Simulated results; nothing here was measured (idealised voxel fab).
process module | voxel wiring stack
cross-section cut | 200 nm wide | cells 5 nm
A cross-section is a grid of square cells, given in bands from the top down. A band is one or more rows of cells.
Each band's line starts with the height of the band's top and of its bottom, in nm. Then come its materials from left to right, each with its width in nm. One material with "throughout" fills the band from edge to edge. "air" is empty space.
Height 0 is the level under which the wafer as received is all one material. The lowest band goes on downwards, as in "0 down".
A width such as "30 to 40" changes by the same amount from each row of cells to the next, from the band's top row to its bottom row.
"no change" after a step means that no cell of the cross-section changed.
closed voids: empty space of 8 cells or more with no open way to the top, each as width x height at its distance from the left edge, in nm
after a step's settings: what the simulator itself notes on the step
overlay nm, on a step with a mask: how far to the right of its planned place the mask lay; to the left if negative
plan
1 op RECEIVE | material Si
2 op CONFORMAL_DEP | material SiO2 | thk nm 15
3 op DIRECTIONAL_DEP | material TiN | thk nm 5
4 op DIRECTIONAL_DEP | material Ru | thk nm 15
5 op MASKED_ETCH | tone cover | mask id METAL_1 | width nm 25 | pitch nm 50 | etch materials Ru | depth nm 15 | overlay nm 0
6 op MASKED_ETCH | tone cover | mask id METAL_1 | width nm 25 | pitch nm 50 | etch materials TiN | depth nm 5 | overlay nm 0
7 op CONFORMAL_DEP | material SiCN | thk nm 5
8 op FILL_DEP | material SiO2 | thk nm 5
9 op CMP | height nm 35
10 op CONFORMAL_DEP | material SiCN | thk nm 5
11 op DIRECTIONAL_DEP | material SiO2 | thk nm 20
12 op DIRECTIONAL_DEP | material aC | thk nm 10
13 op PATTERN | tone open | mask id PLUG_1 | material resist | width nm 15 | pitch nm 50 | thk nm 25 | overlay nm 0
14 op DIRECTIONAL_ETCH | etch materials aC | depth nm 10
15 op STRIP | etch materials resist
16 op DIRECTIONAL_ETCH | etch materials SiO2 | depth nm 20
17 op DIRECTIONAL_ETCH | etch materials SiCN | depth nm 5
18 op STRIP | etch materials aC
19 op EPI | material Ru | thk nm 10
20 op EPI | material Ru | thk nm 10
21 op EPI | material Ru | thk nm 5
22 op DIRECTIONAL_DEP | material TiN | thk nm 5
23 op DIRECTIONAL_DEP | material Ru | thk nm 20
24 op MASKED_ETCH | tone cover | mask id METAL_2 | width nm 25 | pitch nm 50 | etch materials Ru | depth nm 20 | overlay nm 0
25 op MASKED_ETCH | tone cover | mask id METAL_2 | width nm 25 | pitch nm 50 | etch materials TiN | depth nm 5 | overlay nm 0
26 op CONFORMAL_DEP | material SiN | thk nm 5
27 op FILL_DEP | material SiO2 | thk nm 10
28 op CMP | height nm 85
29 op CONFORMAL_DEP | material SiCN | thk nm 5
30 op DIRECTIONAL_DEP | material lowk | thk nm 15
31 op PATTERN | tone open | mask id PLUG_2 | material resist | width nm 15 | thk nm 15 | overlay nm 0
32 op DIRECTIONAL_ETCH | etch materials lowk | depth nm 15
33 op DIRECTIONAL_ETCH | etch materials SiCN | depth nm 5
34 op STRIP | etch materials resist
35 op CONFORMAL_DEP | material TiN | thk nm 5
36 op FILL_DEP | material Cu | thk nm 10
37 op CMP | height nm 105
38 op DIRECTIONAL_DEP | material TiN | thk nm 5
39 op DIRECTIONAL_DEP | material Ru | thk nm 15
40 op MASKED_ETCH | tone cover | mask id METAL_3 | width nm 25 | pitch nm 50 | etch materials Ru | depth nm 15 | overlay nm 0
41 op MASKED_ETCH | tone cover | mask id METAL_3 | width nm 25 | pitch nm 50 | etch materials TiN | depth nm 5 | overlay nm 0
42 op CONFORMAL_DEP | material SiCN | thk nm 5
43 op FILL_DEP | material lowk | thk nm 10
44 op CMP | height nm 125
45 op CONFORMAL_DEP | material SiCN | thk nm 5
first wafer, as planned
as received, after step 1
  0 down: Si throughout
  closed voids: none
after step 2
  15 to 0: SiO2 throughout
  below 0: unchanged
after step 3
  20 to 15: TiN throughout
  below 15: unchanged
after step 4
  35 to 20: Ru throughout
  below 20: unchanged
after step 5
  35 to 20: air 60 | Ru 25 | air 25 | Ru 25 | air 65
  below 20: unchanged
after step 6
  35 to 20: air 60 | Ru 25 | air 25 | Ru 25 | air 65
  20 to 15: air 60 | TiN 25 | air 25 | TiN 25 | air 65
  below 15: unchanged
after step 7
  40 to 35: air 55 | SiCN 35 | air 15 | SiCN 35 | air 60
  35 to 20: air 55 | SiCN 5 | Ru 25 | SiCN 5 | air 15 | SiCN 5 | Ru 25 | SiCN 5 | air 60
  20 to 15: SiCN 60 | TiN 25 | SiCN 25 | TiN 25 | SiCN 65
  below 15: unchanged
after step 8
  45 to 40: SiO2 throughout
  40 to 35: SiO2 55 | SiCN 35 | SiO2 15 | SiCN 35 | SiO2 60
  35 to 20: SiO2 55 | SiCN 5 | Ru 25 | SiCN 5 | SiO2 15 | SiCN 5 | Ru 25 | SiCN 5 | SiO2 60
  below 20: unchanged
after step 9
  35 to 20: SiO2 55 | SiCN 5 | Ru 25 | SiCN 5 | SiO2 15 | SiCN 5 | Ru 25 | SiCN 5 | SiO2 60
  below 20: unchanged
after step 10
  40 to 35: SiCN throughout
  below 35: unchanged
after step 11
  60 to 40: SiO2 throughout
  below 40: unchanged
after step 12
  70 to 60: aC throughout
  below 60: unchanged
after step 13
  95 to 70: resist 60 | air 15 | resist 35 | air 15 | resist 75
  below 70: unchanged
after step 14
  85 to 70: resist 60 | air 15 | resist 35 | air 15 | resist 75
  70 to 60: aC 60 | air 15 | aC 35 | air 15 | aC 75
  below 60: unchanged
after step 15
  70 to 60: aC 60 | air 15 | aC 35 | air 15 | aC 75
  below 60: unchanged
after step 16
  70 to 60: aC 60 | air 15 | aC 35 | air 15 | aC 75
  60 to 40: SiO2 60 | air 15 | SiO2 35 | air 15 | SiO2 75
  below 40: unchanged
after step 17
  70 to 60: aC 60 | air 15 | aC 35 | air 15 | aC 75
  60 to 40: SiO2 60 | air 15 | SiO2 35 | air 15 | SiO2 75
  40 to 35: SiCN 60 | air 15 | SiCN 35 | air 15 | SiCN 75
  below 35: unchanged
after step 18
  60 to 40: SiO2 60 | air 15 | SiO2 35 | air 15 | SiO2 75
  below 40: unchanged
after step 19
  60 to 45: SiO2 60 | air 15 | SiO2 35 | air 15 | SiO2 75
  45 to 40: SiO2 60 | Ru 15 | SiO2 35 | Ru 15 | SiO2 75
  40 to 35: SiCN 60 | Ru 15 | SiCN 35 | Ru 15 | SiCN 75
  below 35: unchanged
after step 20
  60 to 55: SiO2 60 | air 15 | SiO2 35 | air 15 | SiO2 75
  55 to 40: SiO2 60 | Ru 15 | SiO2 35 | Ru 15 | SiO2 75
  below 40: unchanged
after step 21
  60 to 40: SiO2 60 | Ru 15 | SiO2 35 | Ru 15 | SiO2 75
  below 40: unchanged
after step 22
  65 to 60: TiN throughout
  below 60: unchanged
after step 23
  85 to 65: Ru throughout
  below 65: unchanged
after step 24
  85 to 65: air 60 | Ru 25 | air 25 | Ru 25 | air 65
  below 65: unchanged
after step 25
  85 to 65: air 60 | Ru 25 | air 25 | Ru 25 | air 65
  65 to 60: air 60 | TiN 25 | air 25 | TiN 25 | air 65
  below 60: unchanged
after step 26
  90 to 85: air 55 | SiN 35 | air 15 | SiN 35 | air 60
  85 to 65: air 55 | SiN 5 | Ru 25 | SiN 5 | air 15 | SiN 5 | Ru 25 | SiN 5 | air 60
  65 to 60: SiN 60 | TiN 25 | SiN 25 | TiN 25 | SiN 65
  below 60: unchanged
after step 27
  100 to 90: SiO2 throughout
  90 to 85: SiO2 55 | SiN 35 | SiO2 15 | SiN 35 | SiO2 60
  85 to 65: SiO2 55 | SiN 5 | Ru 25 | SiN 5 | SiO2 15 | SiN 5 | Ru 25 | SiN 5 | SiO2 60
  below 65: unchanged
after step 28
  85 to 65: SiO2 55 | SiN 5 | Ru 25 | SiN 5 | SiO2 15 | SiN 5 | Ru 25 | SiN 5 | SiO2 60
  below 65: unchanged
after step 29
  90 to 85: SiCN throughout
  below 85: unchanged
after step 30
  105 to 90: lowk throughout
  below 90: unchanged
after step 31
  120 to 105: resist 60 | air 15 | resist 125
  below 105: unchanged
after step 32
  120 to 105: resist 60 | air 15 | resist 125
  105 to 90: lowk 60 | air 15 | lowk 125
  below 90: unchanged
after step 33
  120 to 105: resist 60 | air 15 | resist 125
  105 to 90: lowk 60 | air 15 | lowk 125
  90 to 85: SiCN 60 | air 15 | SiCN 125
  below 85: unchanged
after step 34
  105 to 90: lowk 60 | air 15 | lowk 125
  below 90: unchanged
after step 35
  110 to 105: TiN 65 | air 5 | TiN 130
  105 to 90: lowk 60 | TiN 5 | air 5 | TiN 5 | lowk 125
  90 to 85: SiCN 60 | TiN 15 | SiCN 125
  below 85: unchanged
after step 36
  120 to 110: Cu throughout
  110 to 105: TiN 65 | Cu 5 | TiN 130
  105 to 90: lowk 60 | TiN 5 | Cu 5 | TiN 5 | lowk 125
  below 90: unchanged
after step 37
  105 to 90: lowk 60 | TiN 5 | Cu 5 | TiN 5 | lowk 125
  below 90: unchanged
after step 38
  110 to 105: TiN throughout
  below 105: unchanged
after step 39
  125 to 110: Ru throughout
  below 110: unchanged
after step 40
  125 to 110: air 60 | Ru 25 | air 25 | Ru 25 | air 65
  below 110: unchanged
after step 41
  125 to 110: air 60 | Ru 25 | air 25 | Ru 25 | air 65
  110 to 105: air 60 | TiN 25 | air 25 | TiN 25 | air 65
  below 105: unchanged
after step 42
  130 to 125: air 55 | SiCN 35 | air 15 | SiCN 35 | air 60
  125 to 110: air 55 | SiCN 5 | Ru 25 | SiCN 5 | air 15 | SiCN 5 | Ru 25 | SiCN 5 | air 60
  110 to 105: SiCN 60 | TiN 25 | SiCN 25 | TiN 25 | SiCN 65
  below 105: unchanged
after step 43
  140 to 130: lowk throughout
  130 to 125: lowk 55 | SiCN 35 | lowk 15 | SiCN 35 | lowk 60
  125 to 110: lowk 55 | SiCN 5 | Ru 25 | SiCN 5 | lowk 15 | SiCN 5 | Ru 25 | SiCN 5 | lowk 60
  below 110: unchanged
after step 44
  125 to 110: lowk 55 | SiCN 5 | Ru 25 | SiCN 5 | lowk 15 | SiCN 5 | Ru 25 | SiCN 5 | lowk 60
  below 110: unchanged
after step 45
  130 to 125: SiCN throughout
  below 125: unchanged
second wafer: like start, like plan, one mistake. Through step 23 it matches the first wafer
when step 24 should have ended
  85 to 65: Ru 60 | air 25 | Ru 25 | air 25 | Ru 65
  below 65: unchanged
when step 25 should have ended: no change
when step 26 should have ended
  90 to 85: SiN 65 | air 15 | SiN 35 | air 15 | SiN 70
  85 to 70: Ru 60 | SiN 5 | air 15 | SiN 5 | Ru 25 | SiN 5 | air 15 | SiN 5 | Ru 65
  70 to 65: Ru 60 | SiN 25 | Ru 25 | SiN 25 | Ru 65
  below 65: unchanged
when step 27 should have ended
  100 to 90: SiO2 throughout
  90 to 85: SiN 65 | SiO2 15 | SiN 35 | SiO2 15 | SiN 70
  85 to 70: Ru 60 | SiN 5 | SiO2 15 | SiN 5 | Ru 25 | SiN 5 | SiO2 15 | SiN 5 | Ru 65
  below 70: unchanged
when step 28 should have ended
  85 to 70: Ru 60 | SiN 5 | SiO2 15 | SiN 5 | Ru 25 | SiN 5 | SiO2 15 | SiN 5 | Ru 65
  below 70: unchanged
when step 29 should have ended
  90 to 85: SiCN throughout
  below 85: unchanged
when step 30 should have ended
  105 to 90: lowk throughout
  below 90: unchanged
when step 31 should have ended
  120 to 105: resist 60 | air 15 | resist 125
  below 105: unchanged
when step 32 should have ended
  120 to 105: resist 60 | air 15 | resist 125
  105 to 90: lowk 60 | air 15 | lowk 125
  below 90: unchanged
when step 33 should have ended
  120 to 105: resist 60 | air 15 | resist 125
  105 to 90: lowk 60 | air 15 | lowk 125
  90 to 85: SiCN 60 | air 15 | SiCN 125
  below 85: unchanged
when step 34 should have ended
  105 to 90: lowk 60 | air 15 | lowk 125
  below 90: unchanged
when step 35 should have ended
  110 to 105: TiN 65 | air 5 | TiN 130
  105 to 90: lowk 60 | TiN 5 | air 5 | TiN 5 | lowk 125
  90 to 85: SiCN 60 | TiN 15 | SiCN 125
  below 85: unchanged
when step 36 should have ended
  120 to 110: Cu throughout
  110 to 105: TiN 65 | Cu 5 | TiN 130
  105 to 90: lowk 60 | TiN 5 | Cu 5 | TiN 5 | lowk 125
  below 90: unchanged
when step 37 should have ended
  105 to 90: lowk 60 | TiN 5 | Cu 5 | TiN 5 | lowk 125
  below 90: unchanged
when step 38 should have ended
  110 to 105: TiN throughout
  below 105: unchanged
when step 39 should have ended
  125 to 110: Ru throughout
  below 110: unchanged
when step 40 should have ended
  125 to 110: air 60 | Ru 25 | air 25 | Ru 25 | air 65
  below 110: unchanged
when step 41 should have ended
  125 to 110: air 60 | Ru 25 | air 25 | Ru 25 | air 65
  110 to 105: air 60 | TiN 25 | air 25 | TiN 25 | air 65
  below 105: unchanged
when step 42 should have ended
  130 to 125: air 55 | SiCN 35 | air 15 | SiCN 35 | air 60
  125 to 110: air 55 | SiCN 5 | Ru 25 | SiCN 5 | air 15 | SiCN 5 | Ru 25 | SiCN 5 | air 60
  110 to 105: SiCN 60 | TiN 25 | SiCN 25 | TiN 25 | SiCN 65
  below 105: unchanged
when step 43 should have ended
  140 to 130: lowk throughout
  130 to 125: lowk 55 | SiCN 35 | lowk 15 | SiCN 35 | lowk 60
  125 to 110: lowk 55 | SiCN 5 | Ru 25 | SiCN 5 | lowk 15 | SiCN 5 | Ru 25 | SiCN 5 | lowk 60
  below 110: unchanged
when step 44 should have ended
  125 to 110: lowk 55 | SiCN 5 | Ru 25 | SiCN 5 | lowk 15 | SiCN 5 | Ru 25 | SiCN 5 | lowk 60
  below 110: unchanged
when step 45 should have ended
  130 to 125: SiCN throughout
  below 125: unchanged
what went wrong: step 24 ran as: op MASKED_ETCH | tone open | mask id METAL_2 | width nm 25 | pitch nm 50 | etch materials Ru | depth nm 20 | overlay nm 0
at the end the second wafer has, in cells: 80 more of Ru | 24 fewer of SiN | 86 fewer of SiO2 | 30 more of TiN
